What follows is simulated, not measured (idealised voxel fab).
process module | voxel trench capacitor
cross-section cut | 240 nm wide | cells 5 nm
A cross-section is a grid of square cells, given in bands from the top down. A band is one or more rows of cells.
Each band's line starts with the height of the band's top and of its bottom, in nm. Then come its materials from left to right, each with its width in nm. One material with "throughout" fills the band from edge to edge. "air" is empty space.
Height 0 is the level under which the wafer as received is all one material. The lowest band goes on downwards, as in "0 down".
A width such as "30 to 40" changes by the same amount from each row of cells to the next, from the band's top row to its bottom row.
"no change" after a step means that no cell of the cross-section changed.
closed voids: empty space of 8 cells or more with no open way to the top, each as width x height at its distance from the left edge, in nm
after a step's settings: what the simulator itself notes on the step
overlay nm, on a step with a mask: how far to the right of its planned place the mask lay; to the left if negative
plan
1 op RECEIVE | material Si
2 op CONFORMAL_DEP | material SiN | thk nm 5
3 op DIRECTIONAL_DEP | material aC | thk nm 15
4 op PATTERN | tone open | mask id TRENCH | material resist | width nm 25 | pitch nm 50 | thk nm 30 | overlay nm 0
5 op DIRECTIONAL_ETCH | etch materials aC | depth nm 15
6 op STRIP | etch materials resist
7 op DIRECTIONAL_ETCH | etch materials SiN | depth nm 5
8 op DIRECTIONAL_ETCH | etch materials Si | depth nm 25
9 op STRIP | etch materials aC
10 op CONFORMAL_DEP | material SiO2 | thk nm 5
11 op FILL_DEP | material polySi | thk nm 10
12 op CMP | height nm 5
as received, after step 1
  0 down: Si throughout
  closed voids: none
a wafer at the end: this start, this plan, one mistake
  5 to 0: SiN 60 | SiO2 5 | polySi 15 | SiO2 5 | SiN 25 | SiO2 5 | polySi 15 | SiO2 5 | SiN 25 | SiO2 5 | polySi 15 | SiO2 5 | SiN 55
  0 to -20: Si 60 | SiO2 5 | polySi 15 | SiO2 5 | Si 25 | SiO2 5 | polySi 15 | SiO2 5 | Si 25 | SiO2 5 | polySi 15 | SiO2 5 | Si 55
  -20 to -25: Si 60 | SiO2 25 | Si 25 | SiO2 25 | Si 25 | SiO2 25 | Si 55
  -25 down: Si throughout
  closed voids: none
what went wrong: step 4 ran as: op PATTERN | tone open | mask id TRENCH | material resist | width nm 25 | pitch nm 50 | thk nm 30 | overlay nm 5
